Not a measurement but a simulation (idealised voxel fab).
process module | voxel local oxidation
cross-section cut | 285 nm wide | cells 5 nm
A cross-section is a grid of square cells, given in bands from the top down. A band is one or more rows of cells.
Each band's line starts with the height of the band's top and of its bottom, in nm. Then come its materials from left to right, each with its width in nm. One material with "throughout" fills the band from edge to edge. "air" is empty space.
Height 0 is the level under which the wafer as received is all one material. The lowest band goes on downwards, as in "0 down".
A width such as "30 to 40" changes by the same amount from each row of cells to the next, from the band's top row to its bottom row.
"no change" after a step means that no cell of the cross-section changed.
closed voids: empty space of 8 cells or more with no open way to the top, each as width x height at its distance from the left edge, in nm
after a step's settings: what the simulator itself notes on the step
overlay nm, on a step with a mask: how far to the right of its planned place the mask lay; to the left if negative
plan
1 op RECEIVE | material Si
2 op CONFORMAL_DEP | material SiO2 | thk nm 5
3 op CONFORMAL_DEP | material SiN | thk nm 10
4 op MASKED_ETCH | tone cover | mask id ACTIVE | width nm 110 | etch materials SiN | depth nm 10 | overlay nm 0
5 op SELECTIVE_ETCH | etch materials SiO2 | depth nm 5
6 op OXIDIZE | depth nm 15
7 op STRIP | etch materials SiN
first wafer, as planned
as received, after step 1
  0 down: Si throughout
  closed voids: none
after step 2
  5 to 0: SiO2 throughout
  below 0: unchanged
after step 3
  15 to 5: SiN throughout
  below 5: unchanged
after step 4
  15 to 5: air 85 | SiN 110 | air 90
  below 5: unchanged
after step 5
  15 to 5: air 85 | SiN 110 | air 90
  5 to 0: air 90 | SiO2 100 | air 95
  below 0: unchanged
after step 6
  15 to 5: air 85 | SiN 110 | air 90
  5 to 0: air 90 | SiO2 100 | air 95
  0 to -15: SiO2 105 | Si 70 | SiO2 110
  below -15: unchanged
after step 7
  5 to 0: air 90 | SiO2 100 | air 95
  below 0: unchanged
second wafer: like start, like plan, one mistake. Through step 5 it matches the first wafer
when step 6 should have ended
  5 to 0: air 90 | SiO2 100 | air 95
  below 0: unchanged
when step 7 should have ended
  5 to 0: air 90 | SiO2 100 | air 95
  0 to -15: SiO2 105 | Si 70 | SiO2 110
  below -15: unchanged
what went wrong: steps 6 and 7 were swapped
at the end the two cross-sections are the same: no effect in what this model computes
